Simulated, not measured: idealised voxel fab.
process module | voxel transistor to metal
cross-section cut | 215 nm wide | cells 5 nm
A cross-section is a grid of square cells, given in bands from the top down. A band is one or more rows of cells.
Each band's line starts with the height of the band's top and of its bottom, in nm. Then come its materials from left to right, each with its width in nm. One material with "throughout" fills the band from edge to edge. "air" is empty space.
Height 0 is the level under which the wafer as received is all one material. The lowest band goes on downwards, as in "0 down".
A width such as "30 to 40" changes by the same amount from each row of cells to the next, from the band's top row to its bottom row.
"no change" after a step means that no cell of the cross-section changed.
closed voids: empty space of 8 cells or more with no open way to the top, each as width x height at its distance from the left edge, in nm
after a step's settings: what the simulator itself notes on the step
overlay nm, on a step with a mask: how far to the right of its planned place the mask lay; to the left if negative
plan
1 op RECEIVE | material Si
2 op OXIDIZE | depth nm 5
3 op CONFORMAL_DEP | material SiN | thk nm 10
4 op DIRECTIONAL_DEP | material aC | thk nm 15
5 op PATTERN | tone cover | mask id ACTIVE | material resist | width nm 115 | thk nm 35 | overlay nm 0
6 op DIRECTIONAL_ETCH | etch materials aC | depth nm 15
7 op STRIP | etch materials resist
8 op DIRECTIONAL_ETCH | etch materials SiN | depth nm 10
9 op DIRECTIONAL_ETCH | etch materials SiO2 | depth nm 5
10 op DIRECTIONAL_ETCH | etch materials Si | depth nm 25
11 op STRIP | etch materials aC
12 op FILL_DEP | material SiO2 | thk nm 15
13 op CMP | height nm 10
14 op SELECTIVE_ETCH | etch materials SiO2 | depth nm 5
15 op STRIP | etch materials SiN
16 op SELECTIVE_ETCH | etch materials SiO2 | depth nm 5
17 op OXIDIZE | depth nm 5
18 op DIRECTIONAL_DEP | material polySi | thk nm 20
19 op DIRECTIONAL_DEP | material SiCN | thk nm 15
20 op MASKED_ETCH | tone cover | mask id GATE | width nm 25 | etch materials SiCN | depth nm 25 | overlay nm 0
21 op MASKED_ETCH | tone cover | mask id GATE | width nm 25 | etch materials polySi | depth nm 30 | overlay nm 0
22 op CONFORMAL_DEP | material SiO2 | thk nm 5
23 op DIRECTIONAL_ETCH | etch materials SiO2 | depth nm 5
24 op CONFORMAL_DEP | material SiN | thk nm 5
25 op DIRECTIONAL_ETCH | etch materials SiN | depth nm 5
26 op DIRECTIONAL_ETCH | etch materials SiO2 | depth nm 5
27 op DIRECTIONAL_ETCH | etch materials Si | depth nm 15
28 op EPI | material nSi | thk nm 15
29 op FILL_DEP | material SiO2 | thk nm 5
30 op CMP | height nm 30
31 op DIRECTIONAL_DEP | material SiO2 | thk nm 15
32 op PATTERN | tone open | mask id CONTACT | material resist | width nm 20 | pitch nm 75 | thk nm 15 | overlay nm 0
33 op DIRECTIONAL_ETCH | etch materials SiO2 | depth nm 40
34 op STRIP | etch materials resist
35 op CONFORMAL_DEP | material TiN | thk nm 5
36 op FILL_DEP | material Ru | thk nm 10
37 op CMP | height nm 45
38 op DIRECTIONAL_DEP | material TiN | thk nm 5
39 op DIRECTIONAL_DEP | material Ru | thk nm 15
40 op DIRECTIONAL_DEP | material aC | thk nm 10
41 op PATTERN | tone cover | mask id METAL_1 | material resist | width nm 20 | pitch nm 75 | thk nm 25 | overlay nm 0
42 op DIRECTIONAL_ETCH | etch materials aC | depth nm 10
43 op STRIP | etch materials resist
44 op DIRECTIONAL_ETCH | etch materials Ru | depth nm 15
45 op DIRECTIONAL_ETCH | etch materials TiN | depth nm 5
46 op STRIP | etch materials aC
47 op FILL_DEP | material lowk | thk nm 10
48 op CMP | height nm 65
49 op CONFORMAL_DEP | material SiN | thk nm 5
as received, after step 1
  0 down: Si throughout
  closed voids: none
first wafer at the end, as planned
  70 to 65: SiN throughout
  65 to 50: lowk 60 | Ru 20 | lowk 55 | Ru 20 | lowk 60
  50 to 45: lowk 60 | TiN 20 | lowk 55 | TiN 20 | lowk 60
  45 to 30: SiO2 60 | TiN 5 | Ru 10 | TiN 5 | SiO2 55 | TiN 5 | Ru 10 | TiN 5 | SiO2 60
  30 to 15: SiO2 60 | TiN 5 | Ru 10 | TiN 5 | SiO2 5 | SiN 5 | SiO2 5 | SiCN 25 | SiO2 5 | SiN 5 | SiO2 5 | TiN 5 | Ru 10 | TiN 5 | SiO2 60
  15 to 10: SiO2 60 | TiN 5 | Ru 10 | TiN 5 | SiO2 5 | SiN 5 | SiO2 5 | polySi 25 | SiO2 5 | SiN 5 | SiO2 5 | TiN 5 | Ru 10 | TiN 5 | SiO2 60
  10 to 5: SiO2 60 | TiN 20 | SiO2 5 | SiN 5 | SiO2 5 | polySi 25 | SiO2 5 | SiN 5 | SiO2 5 | TiN 20 | SiO2 60
  5 to 0: SiO2 50 | nSi 35 | SiN 5 | SiO2 5 | polySi 25 | SiO2 5 | SiN 5 | nSi 35 | SiO2 50
  0 to -5: SiO2 50 | SiN 5 | nSi 30 | SiN 5 | SiO2 5 | polySi 25 | SiO2 5 | SiN 5 | nSi 30 | SiN 5 | SiO2 50
  -5 to -10: SiO2 55 | nSi 30 | SiO2 45 | nSi 30 | SiO2 55
  -10 to -25: SiO2 50 | Si 5 | nSi 30 | Si 45 | nSi 30 | Si 5 | SiO2 50
  -25 to -30: SiO2 50 | Si 115 | SiO2 50
  -30 down: Si throughout
  closed voids: none
second wafer at the end: like start, like plan, one mistake
  70 to 65: SiN throughout
  65 to 50: lowk 60 | Ru 20 | lowk 55 | Ru 20 | lowk 60
  50 to 45: lowk 60 | TiN 20 | lowk 55 | TiN 20 | lowk 60
  45 to 30: SiO2 60 | TiN 5 | SiN 10 | TiN 5 | SiO2 55 | TiN 5 | SiN 10 | TiN 5 | SiO2 60
  30 to 15: SiO2 60 | TiN 5 | SiN 10 | TiN 5 | SiO2 5 | SiN 5 | SiO2 5 | SiCN 25 | SiO2 5 | SiN 5 | SiO2 5 | TiN 5 | SiN 10 | TiN 5 | SiO2 60
  15 to 10: SiO2 60 | TiN 5 | SiN 10 | TiN 5 | SiO2 5 | SiN 5 | SiO2 5 | polySi 25 | SiO2 5 | SiN 5 | SiO2 5 | TiN 5 | SiN 10 | TiN 5 | SiO2 60
  10 to 5: SiO2 60 | TiN 20 | SiO2 5 | SiN 5 | SiO2 5 | polySi 25 | SiO2 5 | SiN 5 | SiO2 5 | TiN 20 | SiO2 60
  5 to 0: SiO2 50 | nSi 35 | SiN 5 | SiO2 5 | polySi 25 | SiO2 5 | SiN 5 | nSi 35 | SiO2 50
  0 to -5: SiO2 50 | SiN 5 | nSi 30 | SiN 5 | SiO2 5 | polySi 25 | SiO2 5 | SiN 5 | nSi 30 | SiN 5 | SiO2 50
  -5 to -10: SiO2 55 | nSi 30 | SiO2 45 | nSi 30 | SiO2 55
  -10 to -25: SiO2 50 | Si 5 | nSi 30 | Si 45 | nSi 30 | Si 5 | SiO2 50
  -25 to -30: SiO2 50 | Si 115 | SiO2 50
  -30 down: Si throughout
  closed voids: none
what went wrong: step 36 ran as: op FILL_DEP | material SiN | thk nm 10
at the end the second wafer has, in cells: 28 fewer of Ru | 28 more of SiN
